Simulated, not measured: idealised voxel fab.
process module | voxel spacer lines
cross-section cut | 165 nm wide | cells 5 nm
A cross-section is a grid of square cells, given in bands from the top down. A band is one or more rows of cells.
Each band's line starts with the height of the band's top and of its bottom, in nm. Then come its materials from left to right, each with its width in nm. One material with "throughout" fills the band from edge to edge. "air" is empty space.
Height 0 is the level under which the wafer as received is all one material. The lowest band goes on downwards, as in "0 down".
A width such as "30 to 40" changes by the same amount from each row of cells to the next, from the band's top row to its bottom row.
"no change" after a step means that no cell of the cross-section changed.
closed voids: empty space of 8 cells or more with no open way to the top, each as width x height at its distance from the left edge, in nm
after a step's settings: what the simulator itself notes on the step
overlay nm, on a step with a mask: how far to the right of its planned place the mask lay; to the left if negative
plan
1 op RECEIVE | material Si
2 op CONFORMAL_DEP | material SiO2 | thk nm 5
3 op DIRECTIONAL_DEP | material W | thk nm 20
4 op DIRECTIONAL_DEP | material polySi | thk nm 30
5 op PATTERN | tone cover | mask id MANDREL | material resist | width nm 20 | pitch nm 60 | thk nm 40 | overlay nm 0
6 op DIRECTIONAL_ETCH | etch materials polySi | depth nm 30
7 op STRIP | etch materials resist
8 op CONFORMAL_DEP | material SiN | thk nm 10
9 op DIRECTIONAL_ETCH | etch materials SiN | depth nm 10
10 op STRIP | etch materials polySi
11 op DIRECTIONAL_ETCH | etch materials W | depth nm 20
12 op STRIP | etch materials SiN
as received, after step 1
  0 down: Si throughout
  closed voids: none
a wafer at the end: this start, this plan, one mistake
  35 to 15: air 30 | W 10 | air 20 | W 10 | air 20 | W 10 | air 20 | W 10 | air 35
  15 to 0: SiO2 throughout
  0 down: Si throughout
  closed voids: none
what went wrong: step 2 ran as: op CONFORMAL_DEP | material SiO2 | thk nm 15
